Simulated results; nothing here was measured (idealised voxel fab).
The document below concerns the process module designated voxel self aligned vias.
Displayed cross-section: cut, width of 145 nm, square cells sized 5 nm.
Throughout this document, each cross-section is represented as a grid of square cells and is presented as a sequence of bands enumerated from the top downward, where a band comprises one or more rows of cells.
Top height, bottom height, nm. Materials left to right, width each, nm. Single material + "throughout" = fills band edge to edge. "blank" = empty.
Where do heights start? At 0: under that level the wafer as delivered is made of one material only. And the lowest band has no floor; it just carries on downward, as in "from 0 down".
Quick explanation for "30->40": the width changes in equal steps down the rows of cells, from the first number in the band's top row to the second number in its bottom row.
Any step labelled "left unchanged" changed none of the cells in the cross-section.
Basically, "Completely sealed voids" tells you about the enclosed voids: empty spaces with no open way to the top, 8 cells or bigger, each written width x height at distance, where distance is from the left edge, all in nm.
What comes after the settings on a step's line is commentary from the simulator itself on that step.
overlay nm: how far to the right of its planned place the mask lay on this masked step (negative: to the left).

Process steps (planned):
1: RECEIVE, material Si
2: CONFORMAL_DEP, material SiO2, thk nm 15
3: CONFORMAL_DEP, material SiCN, thk nm 5
4: DIRECTIONAL_DEP, material SiO2, thk nm 20
5: PATTERN, tone open, mask id LINES, material resist, width nm 20, pitch nm 50, thk nm 20, overlay nm -15
6: DIRECTIONAL_ETCH, etch materials SiO2, depth nm 20
7: STRIP, etch materials resist
8: CONFORMAL_DEP, material TiN, thk nm 5
9: FILL_DEP, material Ru, thk nm 10
10: CMP, height nm 40
11: SELECTIVE_ETCH, etch materials W Ru TiN, depth nm 5
12: FILL_DEP, material SiN, thk nm 5
13: CMP, height nm 40
14: DIRECTIONAL_DEP, material SiO2, thk nm 15
15: PATTERN, tone open, mask id VIAS, material resist, width nm 30, pitch nm 50, thk nm 20, overlay nm 0
16: DIRECTIONAL_ETCH, etch materials SiO2, depth nm 15
17: DIRECTIONAL_ETCH, etch materials SiN, depth nm 5
18: STRIP, etch materials resist
19: CONFORMAL_DEP, material TiN, thk nm 5
20: FILL_DEP, material W, thk nm 10
21: CMP, height nm 55
22: CONFORMAL_DEP, material SiCN, thk nm 5
Among the wafers covered here, the point of difference is the overlay nm at step 5; their starting state is shared, and the plan presents the value of the first wafer.

Cross-section of the first of several wafers as received (after step 1):
	from 0 down = Si throughout
	Completely sealed voids: none

Last step of the module is step 22; after it, the first of several wafers in cross-section:
	from 60 to 55 = SiCN throughout
	from 55 to 45 = SiO2 (30), TiN (5), W (20), TiN (5), SiO2 (20), TiN (5), W (20), TiN (5), SiO2 (35)
	from 45 to 40 = SiO2 (30), TiN (30), SiO2 (20), TiN (30), SiO2 (35)
	from 40 to 35 = SiO2 (20), SiN (10), TiN (10), SiO2 (30), SiN (10), TiN (10), SiO2 (55)
	from 35 to 25 = SiO2 (20), TiN (5), Ru (10), TiN (5), SiO2 (30), TiN (5), Ru (10), TiN (5), SiO2 (55)
	from 25 to 20 = SiO2 (20), TiN (20), SiO2 (30), TiN (20), SiO2 (55)
	from 20 to 15 = SiCN throughout
	from 15 to 0 = SiO2 throughout
	from 0 down = Si throughout
	Completely sealed voids: none

Final wafer of several, shown in cross-section at the end of the module:
	from 60 to 55 = SiCN throughout
	from 55 to 45 = SiO2 (30), TiN (5), W (20), TiN (5), SiO2 (20), TiN (5), W (20), TiN (5), SiO2 (35)
	from 45 to 40 = SiO2 (30), TiN (30), SiO2 (20), TiN (30), SiO2 (35)
	from 40 to 35 = SiO2 (50), TiN (10), SiN (10), SiO2 (30), TiN (10), SiN (10), SiO2 (25)
	from 35 to 25 = SiO2 (50), TiN (5), Ru (10), TiN (5), SiO2 (30), TiN (5), Ru (10), TiN (5), SiO2 (25)
	from 25 to 20 = SiO2 (50), TiN (20), SiO2 (30), TiN (20), SiO2 (25)
	from 20 to 15 = SiCN throughout
	from 15 to 0 = SiO2 throughout
	from 0 down = Si throughout
	Completely sealed voids: none

End of module, by wafer: material-by-material cell gain (+) or loss (-) since receipt, then closed voids:
overlay nm -15; +8 Ru; +58 SiCN; +4 SiN; +222 SiO2; +40 TiN; +16 W; Completely sealed voids: none
overlay nm -10; +8 Ru; +58 SiCN; +2 SiN; +222 SiO2; +40 TiN; +18 W; Completely sealed voids: none
overlay nm -5; +8 Ru; +58 SiCN; +222 SiO2; +40 TiN; +20 W; Completely sealed voids: none
overlay nm 0; +8 Ru; +58 SiCN; +222 SiO2; +40 TiN; +20 W; Completely sealed voids: none
overlay nm 5; +8 Ru; +58 SiCN; +222 SiO2; +40 TiN; +20 W; Completely sealed voids: none
overlay nm 10; +8 Ru; +58 SiCN; +2 SiN; +222 SiO2; +40 TiN; +18 W; Completely sealed voids: none
overlay nm 15; +8 Ru; +58 SiCN; +4 SiN; +222 SiO2; +40 TiN; +16 W; Completely sealed voids: none
